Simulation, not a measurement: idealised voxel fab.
process module | voxel quadruple lines
cross-section cut | 165 nm wide | cells 5 nm
A cross-section is a grid of square cells, given in bands from the top down. A band is one or more rows of cells.
Each band's line starts with the height of the band's top and of its bottom, in nm. Then come its materials from left to right, each with its width in nm. One material with "throughout" fills the band from edge to edge. "air" is empty space.
Height 0 is the level under which the wafer as received is all one material. The lowest band goes on downwards, as in "0 down".
A width such as "30 to 40" changes by the same amount from each row of cells to the next, from the band's top row to its bottom row.
"no change" after a step means that no cell of the cross-section changed.
closed voids: empty space of 8 cells or more with no open way to the top, each as width x height at its distance from the left edge, in nm
after a step's settings: what the simulator itself notes on the step
overlay nm, on a step with a mask: how far to the right of its planned place the mask lay; to the left if negative
plan
1 op RECEIVE | material Si
2 op CONFORMAL_DEP | material SiO2 | thk nm 10
3 op DIRECTIONAL_DEP | material Ru | thk nm 10
4 op DIRECTIONAL_DEP | material polySi | thk nm 20
5 op DIRECTIONAL_DEP | material aC | thk nm 25
6 op PATTERN | tone cover | mask id MANDREL | material resist | width nm 25 | thk nm 35 | overlay nm 0
7 op DIRECTIONAL_ETCH | etch materials aC | depth nm 25
8 op STRIP | etch materials resist
9 op CONFORMAL_DEP | material SiO2 | thk nm 15
10 op DIRECTIONAL_ETCH | etch materials SiO2 | depth nm 15
11 op STRIP | etch materials aC
12 op DIRECTIONAL_ETCH | etch materials polySi | depth nm 20
13 op STRIP | etch materials SiO2
14 op CONFORMAL_DEP | material SiN | thk nm 5
15 op DIRECTIONAL_ETCH | etch materials SiN | depth nm 5
16 op STRIP | etch materials polySi
17 op DIRECTIONAL_ETCH | etch materials Ru | depth nm 10
18 op STRIP | etch materials SiN
19 op FILL_DEP | material lowk | thk nm 10
20 op CMP | height nm 20
as received, after step 1
  0 down: Si throughout
  closed voids: none
first wafer at the end, as planned
  20 to 10: lowk 50 | Ru 5 | lowk 15 | Ru 5 | lowk 15 | Ru 5 | lowk 15 | Ru 5 | lowk 50
  10 to 0: SiO2 throughout
  0 down: Si throughout
  closed voids: none
second wafer at the end: like start, like plan, one mistake
  20 to 10: lowk 65 | Ru 5 | lowk 25 | Ru 5 | lowk 65
  10 to 0: SiO2 throughout
  0 down: Si throughout
  closed voids: none
what went wrong: step 6 ran as: op PATTERN | tone open | mask id MANDREL | material resist | width nm 25 | thk nm 35 | overlay nm 0
at the end the second wafer has, in cells: 4 fewer of Ru | 4 more of lowk
